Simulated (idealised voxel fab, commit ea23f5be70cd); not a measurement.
Process module under the name voxel wiring stack
Square cells of 5 nm make up the cross-section cut, whose width is 205 nm.
We lay out every cross-section as a grid of square cells and spell it out in bands from the top down, where one band means one or more rows of cells. Band entry format. Leading values: height of top, height of bottom, nm. Remainder: materials in left-to-right order, each with its width in nm. Special words: "full width" on a single material, which then fills the band edge to edge; "empty", empty space. Height is counted from the level 0, under which the received wafer is composed throughout of one material. The lowest of the bands is not closed at the bottom but continues downward, in the notation "from 0 down". A width given as "30..40" starts at the first number in the band's top row and ends at the second number in its bottom row, shifting by an equal amount at every step from row to row. "remained unchanged" means the step left every cell of the cross-section as it was. "Unvented cavities" - sealed voids, min. 8 cells, no opening to top; format: width x height at distance (distance from left edge; nm throughout). Anything after a step's settings on that line? It's the simulator's own note about the step. overlay nm: mask right of planned place by this much (step with mask). Neg. = left.

**Process steps foreseen in the plan**
step 1: RECEIVE (material Si)
step 2: CONFORMAL_DEP (material SiO2; thk nm 10)
step 3: DIRECTIONAL_DEP (material TiN; thk nm 5)
step 4: DIRECTIONAL_DEP (material Ru; thk nm 25)
step 5: PATTERN (tone cover; mask id METAL_1; material resist; width nm 30; pitch nm 50; thk nm 20; overlay nm 0)
step 6: DIRECTIONAL_ETCH (etch materials Ru; depth nm 25)
step 7: DIRECTIONAL_ETCH (etch materials TiN; depth nm 5)
step 8: STRIP (etch materials resist)
step 9: FILL_DEP (material SiO2; thk nm 10)
step 10: CMP (height nm 40)
step 11: CONFORMAL_DEP (material SiCN; thk nm 5)
step 12: DIRECTIONAL_DEP (material SiO2; thk nm 15)
step 13: MASKED_ETCH (tone open; mask id PLUG_1; width nm 15; pitch nm 50; etch materials SiO2; depth nm 15; overlay nm 0)
step 14: MASKED_ETCH (tone open; mask id PLUG_1; width nm 15; pitch nm 50; etch materials SiCN; depth nm 5; overlay nm 0)
step 15: CONFORMAL_DEP (material TiN; thk nm 5)
step 16: FILL_DEP (material Cu; thk nm 5)
step 17: CMP (height nm 60)
step 18: CONFORMAL_DEP (material SiN; thk nm 5)
step 19: DIRECTIONAL_DEP (material SiO2; thk nm 25)
step 20: DIRECTIONAL_DEP (material aC; thk nm 10)
step 21: PATTERN (tone open; mask id METAL_2; material resist; width nm 30; pitch nm 50; thk nm 25; overlay nm 0)
step 22: DIRECTIONAL_ETCH (etch materials aC; depth nm 10)
step 23: STRIP (etch materials resist)
step 24: DIRECTIONAL_ETCH (etch materials SiO2; depth nm 25)
step 25: DIRECTIONAL_ETCH (etch materials SiN; depth nm 5)
step 26: STRIP (etch materials aC)
step 27: CONFORMAL_DEP (material TiN; thk nm 5)
step 28: FILL_DEP (material Cu; thk nm 5)
step 29: CMP (height nm 90)
step 30: CONFORMAL_DEP (material SiCN; thk nm 5)

**Account of the first of two wafers, which was processed as intended**

**The cross-section here shows the wafer as received, i.e. in its state after step 1**
  from 0 down | Si full width
  Unvented cavities: none

**Cross-section of the wafer subsequent to step 2**
  from 10 to 0 | SiO2 full width
  Below 0, no change.

**Cross-section of the wafer subsequent to step 3**
  from 15 to 10 | TiN full width
  Below 10, no change.

**Cross-section of the wafer subsequent to step 4**
  from 40 to 15 | Ru full width
  Below 15, no change.

**Cross-section of the wafer subsequent to step 5**
  from 60 to 40 | empty=35, resist=30, empty=20, resist=30, empty=20, resist=30, empty=40
  Below 40, no change.

**Cross-section of the wafer subsequent to step 6**
  from 60 to 40 | empty=35, resist=30, empty=20, resist=30, empty=20, resist=30, empty=40
  from 40 to 15 | empty=35, Ru=30, empty=20, Ru=30, empty=20, Ru=30, empty=40
  Below 15, no change.

**Cross-section of the wafer subsequent to step 7**
  from 60 to 40 | empty=35, resist=30, empty=20, resist=30, empty=20, resist=30, empty=40
  from 40 to 15 | empty=35, Ru=30, empty=20, Ru=30, empty=20, Ru=30, empty=40
  from 15 to 10 | empty=35, TiN=30, empty=20, TiN=30, empty=20, TiN=30, empty=40
  Below 10, no change.

**Cross-section of the wafer subsequent to step 8**
  from 40 to 15 | empty=35, Ru=30, empty=20, Ru=30, empty=20, Ru=30, empty=40
  Below 15, no change.

**Cross-section of the wafer subsequent to step 9**
  from 50 to 40 | SiO2 full width
  from 40 to 15 | SiO2=35, Ru=30, SiO2=20, Ru=30, SiO2=20, Ru=30, SiO2=40
  from 15 to 10 | SiO2=35, TiN=30, SiO2=20, TiN=30, SiO2=20, TiN=30, SiO2=40
  Below 10, no change.

**Cross-section of the wafer subsequent to step 10**
  from 40 to 15 | SiO2=35, Ru=30, SiO2=20, Ru=30, SiO2=20, Ru=30, SiO2=40
  Below 15, no change.

**Cross-section of the wafer subsequent to step 11**
  from 45 to 40 | SiCN full width
  Below 40, no change.

**Cross-section of the wafer subsequent to step 12**
  from 60 to 45 | SiO2 full width
  Below 45, no change.

**Cross-section of the wafer subsequent to step 13**
  from 60 to 45 | SiO2=35, empty=15, SiO2=35, empty=15, SiO2=35, empty=15, SiO2=55
  Below 45, no change.

**Cross-section of the wafer subsequent to step 14**
  from 60 to 45 | SiO2=35, empty=15, SiO2=35, empty=15, SiO2=35, empty=15, SiO2=55
  from 45 to 40 | SiCN=35, empty=15, SiCN=35, empty=15, SiCN=35, empty=15, SiCN=55
  Below 40, no change.

**Cross-section of the wafer subsequent to step 15**
  from 65 to 60 | TiN=40, empty=5, TiN=45, empty=5, TiN=45, empty=5, TiN=60
  from 60 to 45 | SiO2=35, TiN=5, empty=5, TiN=5, SiO2=35, TiN=5, empty=5, TiN=5, SiO2=35, TiN=5, empty=5, TiN=5, SiO2=55
  from 45 to 40 | SiCN=35, TiN=15, SiCN=35, TiN=15, SiCN=35, TiN=15, SiCN=55
  Below 40, no change.

**Cross-section of the wafer subsequent to step 16**
  from 70 to 65 | Cu full width
  from 65 to 60 | TiN=40, Cu=5, TiN=45, Cu=5, TiN=45, Cu=5, TiN=60
  from 60 to 45 | SiO2=35, TiN=5, Cu=5, TiN=5, SiO2=35, TiN=5, Cu=5, TiN=5, SiO2=35, TiN=5, Cu=5, TiN=5, SiO2=55
  Below 45, no change.

**Cross-section of the wafer subsequent to step 17**
  from 60 to 45 | SiO2=35, TiN=5, Cu=5, TiN=5, SiO2=35, TiN=5, Cu=5, TiN=5, SiO2=35, TiN=5, Cu=5, TiN=5, SiO2=55
  Below 45, no change.

**Cross-section of the wafer subsequent to step 18**
  from 65 to 60 | SiN full width
  Below 60, no change.

**Cross-section of the wafer subsequent to step 19**
  from 90 to 65 | SiO2 full width
  Below 65, no change.

**Cross-section of the wafer subsequent to step 20**
  from 100 to 90 | aC full width
  Below 90, no change.

**Cross-section of the wafer subsequent to step 21**
  from 125 to 100 | resist=35, empty=30, resist=20, empty=30, resist=20, empty=30, resist=40
  Below 100, no change.

**Cross-section of the wafer subsequent to step 22**
  from 115 to 100 | resist=35, empty=30, resist=20, empty=30, resist=20, empty=30, resist=40
  from 100 to 90 | aC=35, empty=30, aC=20, empty=30, aC=20, empty=30, aC=40
  Below 90, no change.

**Cross-section of the wafer subsequent to step 23**
  from 100 to 90 | aC=35, empty=30, aC=20, empty=30, aC=20, empty=30, aC=40
  Below 90, no change.

**Cross-section of the wafer subsequent to step 24**
  from 100 to 90 | aC=35, empty=30, aC=20, empty=30, aC=20, empty=30, aC=40
  from 90 to 65 | SiO2=35, empty=30, SiO2=20, empty=30, SiO2=20, empty=30, SiO2=40
  Below 65, no change.

**Cross-section of the wafer subsequent to step 25**
  from 100 to 90 | aC=35, empty=30, aC=20, empty=30, aC=20, empty=30, aC=40
  from 90 to 65 | SiO2=35, empty=30, SiO2=20, empty=30, SiO2=20, empty=30, SiO2=40
  from 65 to 60 | SiN=35, empty=30, SiN=20, empty=30, SiN=20, empty=30, SiN=40
  Below 60, no change.

**Cross-section of the wafer subsequent to step 26**
  from 90 to 65 | SiO2=35, empty=30, SiO2=20, empty=30, SiO2=20, empty=30, SiO2=40
  Below 65, no change.

**Cross-section of the wafer subsequent to step 27**
  from 95 to 90 | TiN=40, empty=20, TiN=30, empty=20, TiN=30, empty=20, TiN=45
  from 90 to 65 | SiO2=35, TiN=5, empty=20, TiN=5, SiO2=20, TiN=5, empty=20, TiN=5, SiO2=20, TiN=5, empty=20, TiN=5, SiO2=40
  from 65 to 60 | SiN=35, TiN=30, SiN=20, TiN=30, SiN=20, TiN=30, SiN=40
  Below 60, no change.

**Cross-section of the wafer subsequent to step 28**
  from 100 to 95 | Cu full width
  from 95 to 90 | TiN=40, Cu=20, TiN=30, Cu=20, TiN=30, Cu=20, TiN=45
  from 90 to 65 | SiO2=35, TiN=5, Cu=20, TiN=5, SiO2=20, TiN=5, Cu=20, TiN=5, SiO2=20, TiN=5, Cu=20, TiN=5, SiO2=40
  Below 65, no change.

**Cross-section of the wafer subsequent to step 29**
  from 90 to 65 | SiO2=35, TiN=5, Cu=20, TiN=5, SiO2=20, TiN=5, Cu=20, TiN=5, SiO2=20, TiN=5, Cu=20, TiN=5, SiO2=40
  Below 65, no change.

**Cross-section of the wafer subsequent to step 30**
  from 95 to 90 | SiCN full width
  Below 90, no change.

**The second wafer was prepared from the same starting point and under the same plan as the first; its processing contained one mistake, and it remains indistinguishable from the first wafer up to and including step 10**

**Second wafer, sectioned view, at step 11's planned end time**
  from 55 to 40 | SiO2 full width
  Below 40, no change.

**Second wafer, sectioned view, at step 12's planned end time**
  from 60 to 55 | SiCN full width
  Below 55, no change.

Second wafer, sectioned view, at step 13's planned end time: remained unchanged

**Second wafer, sectioned view, at step 14's planned end time**
  from 60 to 55 | SiCN=35, empty=15, SiCN=35, empty=15, SiCN=35, empty=15, SiCN=55
  Below 55, no change.

**Second wafer, sectioned view, at step 15's planned end time**
  from 65 to 60 | TiN=40, empty=5, TiN=45, empty=5, TiN=45, empty=5, TiN=60
  from 60 to 55 | SiCN=35, TiN=15, SiCN=35, TiN=15, SiCN=35, TiN=15, SiCN=55
  Below 55, no change.

**Second wafer, sectioned view, at step 16's planned end time**
  from 70 to 65 | Cu full width
  from 65 to 60 | TiN=40, Cu=5, TiN=45, Cu=5, TiN=45, Cu=5, TiN=60
  Below 60, no change.

**Second wafer, sectioned view, at step 17's planned end time**
  from 60 to 55 | SiCN=35, TiN=15, SiCN=35, TiN=15, SiCN=35, TiN=15, SiCN=55
  Below 55, no change.

**Second wafer, sectioned view, at step 18's planned end time**
  from 65 to 60 | SiN full width
  Below 60, no change.

**Second wafer, sectioned view, at step 19's planned end time**
  from 90 to 65 | SiO2 full width
  Below 65, no change.

**Second wafer, sectioned view, at step 20's planned end time**
  from 100 to 90 | aC full width
  Below 90, no change.

**Second wafer, sectioned view, at step 21's planned end time**
  from 125 to 100 | resist=35, empty=30, resist=20, empty=30, resist=20, empty=30, resist=40
  Below 100, no change.

**Second wafer, sectioned view, at step 22's planned end time**
  from 115 to 100 | resist=35, empty=30, resist=20, empty=30, resist=20, empty=30, resist=40
  from 100 to 90 | aC=35, empty=30, aC=20, empty=30, aC=20, empty=30, aC=40
  Below 90, no change.

**Second wafer, sectioned view, at step 23's planned end time**
  from 100 to 90 | aC=35, empty=30, aC=20, empty=30, aC=20, empty=30, aC=40
  Below 90, no change.

**Second wafer, sectioned view, at step 24's planned end time**
  from 100 to 90 | aC=35, empty=30, aC=20, empty=30, aC=20, empty=30, aC=40
  from 90 to 65 | SiO2=35, empty=30, SiO2=20, empty=30, SiO2=20, empty=30, SiO2=40
  Below 65, no change.

**Second wafer, sectioned view, at step 25's planned end time**
  from 100 to 90 | aC=35, empty=30, aC=20, empty=30, aC=20, empty=30, aC=40
  from 90 to 65 | SiO2=35, empty=30, SiO2=20, empty=30, SiO2=20, empty=30, SiO2=40
  from 65 to 60 | SiN=35, empty=30, SiN=20, empty=30, SiN=20, empty=30, SiN=40
  Below 60, no change.

**Second wafer, sectioned view, at step 26's planned end time**
  from 90 to 65 | SiO2=35, empty=30, SiO2=20, empty=30, SiO2=20, empty=30, SiO2=40
  Below 65, no change.

**Second wafer, sectioned view, at step 27's planned end time**
  from 95 to 90 | TiN=40, empty=20, TiN=30, empty=20, TiN=30, empty=20, TiN=45
  from 90 to 65 | SiO2=35, TiN=5, empty=20, TiN=5, SiO2=20, TiN=5, empty=20, TiN=5, SiO2=20, TiN=5, empty=20, TiN=5, SiO2=40
  from 65 to 60 | SiN=35, TiN=30, SiN=20, TiN=30, SiN=20, TiN=30, SiN=40
  Below 60, no change.

**Second wafer, sectioned view, at step 28's planned end time**
  from 100 to 95 | Cu full width
  from 95 to 90 | TiN=40, Cu=20, TiN=30, Cu=20, TiN=30, Cu=20, TiN=45
  from 90 to 65 | SiO2=35, TiN=5, Cu=20, TiN=5, SiO2=20, TiN=5, Cu=20, TiN=5, SiO2=20, TiN=5, Cu=20, TiN=5, SiO2=40
  Below 65, no change.

**Second wafer, sectioned view, at step 29's planned end time**
  from 90 to 65 | SiO2=35, TiN=5, Cu=20, TiN=5, SiO2=20, TiN=5, Cu=20, TiN=5, SiO2=20, TiN=5, Cu=20, TiN=5, SiO2=40
  Below 65, no change.

**Second wafer, sectioned view, at step 30's planned end time**
  from 95 to 90 | SiCN full width
  Below 90, no change.
What was the processing mistake? sequence error: steps 11 and 12 interchanged
At the finish, the second wafer shows more or fewer cells for some materials than the first does: 9 fewer of Cu; 27 more of SiO2; 18 fewer of TiN
